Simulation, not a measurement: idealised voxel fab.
process module | voxel self aligned contacts
cross-section cut | 200 nm wide | cells 5 nm
A cross-section is a grid of square cells, given in bands from the top down. A band is one or more rows of cells.
Each band's line starts with the height of the band's top and of its bottom, in nm. Then come its materials from left to right, each with its width in nm. One material with "throughout" fills the band from edge to edge. "air" is empty space.
Height 0 is the level under which the wafer as received is all one material. The lowest band goes on downwards, as in "0 down".
A width such as "30 to 40" changes by the same amount from each row of cells to the next, from the band's top row to its bottom row.
"no change" after a step means that no cell of the cross-section changed.
closed voids: empty space of 8 cells or more with no open way to the top, each as width x height at its distance from the left edge, in nm
after a step's settings: what the simulator itself notes on the step
overlay nm, on a step with a mask: how far to the right of its planned place the mask lay; to the left if negative
plan
1 op RECEIVE | material Si
2 op OXIDIZE | depth nm 5
3 op DIRECTIONAL_DEP | material polySi | thk nm 20
4 op DIRECTIONAL_DEP | material SiN | thk nm 25
5 op DIRECTIONAL_DEP | material aC | thk nm 10
6 op PATTERN | tone cover | mask id GATE | material resist | width nm 30 | pitch nm 65 | thk nm 30 | overlay nm 0
7 op DIRECTIONAL_ETCH | etch materials aC | depth nm 10
8 op STRIP | etch materials resist
9 op DIRECTIONAL_ETCH | etch materials SiN | depth nm 25
10 op DIRECTIONAL_ETCH | etch materials polySi | depth nm 20
11 op STRIP | etch materials aC
12 op CONFORMAL_DEP | material SiN | thk nm 10
13 op DIRECTIONAL_ETCH | etch materials SiN | depth nm 10
14 op FILL_DEP | material SiO2 | thk nm 20
15 op CMP | height nm 55
16 op MASKED_ETCH | tone open | mask id CONTACT | width nm 45 | pitch nm 65 | etch materials SiO2 | depth nm 60 | overlay nm 0
17 op CONFORMAL_DEP | material TiN | thk nm 5
18 op FILL_DEP | material Ru | thk nm 10
19 op CMP | height nm 55
20 op CONFORMAL_DEP | material SiN | thk nm 5
first wafer, as planned
as received, after step 1
  0 down: Si throughout
  closed voids: none
after step 2
  0 to -5: SiO2 throughout
  below -5: unchanged
after step 3
  20 to 0: polySi throughout
  below 0: unchanged
after step 4
  45 to 20: SiN throughout
  below 20: unchanged
after step 5
  55 to 45: aC throughout
  below 45: unchanged
after step 6
  85 to 55: air 20 | resist 30 | air 35 | resist 30 | air 35 | resist 30 | air 20
  below 55: unchanged
after step 7
  75 to 55: air 20 | resist 30 | air 35 | resist 30 | air 35 | resist 30 | air 20
  55 to 45: air 20 | aC 30 | air 35 | aC 30 | air 35 | aC 30 | air 20
  below 45: unchanged
after step 8
  55 to 45: air 20 | aC 30 | air 35 | aC 30 | air 35 | aC 30 | air 20
  below 45: unchanged
after step 9
  55 to 45: air 20 | aC 30 | air 35 | aC 30 | air 35 | aC 30 | air 20
  45 to 20: air 20 | SiN 30 | air 35 | SiN 30 | air 35 | SiN 30 | air 20
  below 20: unchanged
after step 10
  55 to 45: air 20 | aC 30 | air 35 | aC 30 | air 35 | aC 30 | air 20
  45 to 20: air 20 | SiN 30 | air 35 | SiN 30 | air 35 | SiN 30 | air 20
  20 to 0: air 20 | polySi 30 | air 35 | polySi 30 | air 35 | polySi 30 | air 20
  below 0: unchanged
after step 11
  45 to 20: air 20 | SiN 30 | air 35 | SiN 30 | air 35 | SiN 30 | air 20
  below 20: unchanged
after step 12
  55 to 20: air 10 | SiN 50 | air 15 | SiN 50 | air 15 | SiN 50 | air 10
  20 to 10: air 10 | SiN 10 | polySi 30 | SiN 10 | air 15 | SiN 10 | polySi 30 | SiN 10 | air 15 | SiN 10 | polySi 30 | SiN 10 | air 10
  10 to 0: SiN 20 | polySi 30 | SiN 35 | polySi 30 | SiN 35 | polySi 30 | SiN 20
  below 0: unchanged
after step 13
  45 to 20: air 10 | SiN 50 | air 15 | SiN 50 | air 15 | SiN 50 | air 10
  20 to 0: air 10 | SiN 10 | polySi 30 | SiN 10 | air 15 | SiN 10 | polySi 30 | SiN 10 | air 15 | SiN 10 | polySi 30 | SiN 10 | air 10
  below 0: unchanged
after step 14
  65 to 45: SiO2 throughout
  45 to 20: SiO2 10 | SiN 50 | SiO2 15 | SiN 50 | SiO2 15 | SiN 50 | SiO2 10
  20 to 0: SiO2 10 | SiN 10 | polySi 30 | SiN 10 | SiO2 15 | SiN 10 | polySi 30 | SiN 10 | SiO2 15 | SiN 10 | polySi 30 | SiN 10 | SiO2 10
  below 0: unchanged
after step 15
  55 to 45: SiO2 throughout
  below 45: unchanged
after step 16
  55 to 45: SiO2 45 | air 45 | SiO2 20 | air 45 | SiO2 45
  45 to 20: SiO2 10 | SiN 50 | air 15 | SiN 50 | air 15 | SiN 50 | SiO2 10
  20 to 0: SiO2 10 | SiN 10 | polySi 30 | SiN 10 | air 15 | SiN 10 | polySi 30 | SiN 10 | air 15 | SiN 10 | polySi 30 | SiN 10 | SiO2 10
  0 to -5: SiO2 60 | air 15 | SiO2 50 | air 15 | SiO2 60
  below -5: unchanged
after step 17
  60 to 55: TiN 50 | air 35 | TiN 30 | air 35 | TiN 50
  55 to 45: SiO2 45 | TiN 5 to 20 | air 35 to 5 | TiN 5 to 20 | SiO2 20 | TiN 5 to 20 | air 35 to 5 | TiN 5 to 20 | SiO2 45
  45 to 20: SiO2 10 | SiN 50 | TiN 5 | air 5 | TiN 5 | SiN 50 | TiN 5 | air 5 | TiN 5 | SiN 50 | SiO2 10
  20 to 0: SiO2 10 | SiN 10 | polySi 30 | SiN 10 | TiN 5 | air 5 | TiN 5 | SiN 10 | polySi 30 | SiN 10 | TiN 5 | air 5 | TiN 5 | SiN 10 | polySi 30 | SiN 10 | SiO2 10
  0 to -5: SiO2 60 | TiN 15 | SiO2 50 | TiN 15 | SiO2 60
  below -5: unchanged
after step 18
  70 to 60: Ru throughout
  60 to 55: TiN 50 | Ru 35 | TiN 30 | Ru 35 | TiN 50
  55 to 45: SiO2 45 | TiN 5 to 20 | Ru 35 to 5 | TiN 5 to 20 | SiO2 20 | TiN 5 to 20 | Ru 35 to 5 | TiN 5 to 20 | SiO2 45
  45 to 20: SiO2 10 | SiN 50 | TiN 5 | Ru 5 | TiN 5 | SiN 50 | TiN 5 | Ru 5 | TiN 5 | SiN 50 | SiO2 10
  20 to 0: SiO2 10 | SiN 10 | polySi 30 | SiN 10 | TiN 5 | Ru 5 | TiN 5 | SiN 10 | polySi 30 | SiN 10 | TiN 5 | Ru 5 | TiN 5 | SiN 10 | polySi 30 | SiN 10 | SiO2 10
  below 0: unchanged
after step 19
  55 to 45: SiO2 45 | TiN 5 to 20 | Ru 35 to 5 | TiN 5 to 20 | SiO2 20 | TiN 5 to 20 | Ru 35 to 5 | TiN 5 to 20 | SiO2 45
  below 45: unchanged
after step 20
  60 to 55: SiN throughout
  below 55: unchanged
second wafer: like start, like plan, one mistake. Through step 11 it matches the first wafer
when step 12 should have ended: no change
when step 13 should have ended
  35 to 20: air 20 | SiN 30 | air 35 | SiN 30 | air 35 | SiN 30 | air 20
  below 20: unchanged
when step 14 should have ended
  55 to 35: SiO2 throughout
  35 to 20: SiO2 20 | SiN 30 | SiO2 35 | SiN 30 | SiO2 35 | SiN 30 | SiO2 20
  20 to 0: SiO2 20 | polySi 30 | SiO2 35 | polySi 30 | SiO2 35 | polySi 30 | SiO2 20
  below 0: unchanged
when step 15 should have ended: no change
when step 16 should have ended
  55 to 35: SiO2 45 | air 45 | SiO2 20 | air 45 | SiO2 45
  35 to 20: SiO2 20 | SiN 30 | air 35 | SiN 30 | air 35 | SiN 30 | SiO2 20
  20 to 0: SiO2 20 | polySi 30 | air 35 | polySi 30 | air 35 | polySi 30 | SiO2 20
  0 to -5: SiO2 50 | air 35 | SiO2 30 | air 35 | SiO2 50
  below -5: unchanged
when step 17 should have ended
  60 to 55: TiN 50 | air 35 | TiN 30 | air 35 | TiN 50
  55 to 40: SiO2 45 | TiN 5 | air 35 | TiN 5 | SiO2 20 | TiN 5 | air 35 | TiN 5 | SiO2 45
  40 to 35: SiO2 45 | TiN 10 | air 25 | TiN 10 | SiO2 20 | TiN 10 | air 25 | TiN 10 | SiO2 45
  35 to 20: SiO2 20 | SiN 30 | TiN 5 | air 25 | TiN 5 | SiN 30 | TiN 5 | air 25 | TiN 5 | SiN 30 | SiO2 20
  20 to 0: SiO2 20 | polySi 30 | TiN 5 | air 25 | TiN 5 | polySi 30 | TiN 5 | air 25 | TiN 5 | polySi 30 | SiO2 20
  0 to -5: SiO2 50 | TiN 35 | SiO2 30 | TiN 35 | SiO2 50
  below -5: unchanged
when step 18 should have ended
  70 to 60: Ru throughout
  60 to 55: TiN 50 | Ru 35 | TiN 30 | Ru 35 | TiN 50
  55 to 40: SiO2 45 | TiN 5 | Ru 35 | TiN 5 | SiO2 20 | TiN 5 | Ru 35 | TiN 5 | SiO2 45
  40 to 35: SiO2 45 | TiN 10 | Ru 25 | TiN 10 | SiO2 20 | TiN 10 | Ru 25 | TiN 10 | SiO2 45
  35 to 20: SiO2 20 | SiN 30 | TiN 5 | Ru 25 | TiN 5 | SiN 30 | TiN 5 | Ru 25 | TiN 5 | SiN 30 | SiO2 20
  20 to 0: SiO2 20 | polySi 30 | TiN 5 | Ru 25 | TiN 5 | polySi 30 | TiN 5 | Ru 25 | TiN 5 | polySi 30 | SiO2 20
  below 0: unchanged
when step 19 should have ended
  55 to 40: SiO2 45 | TiN 5 | Ru 35 | TiN 5 | SiO2 20 | TiN 5 | Ru 35 | TiN 5 | SiO2 45
  below 40: unchanged
when step 20 should have ended
  60 to 55: SiN throughout
  below 55: unchanged
what went wrong: step 12 was left out
at the end the second wafer has, in cells: 88 more of Ru | 144 fewer of SiN | 56 more of SiO2
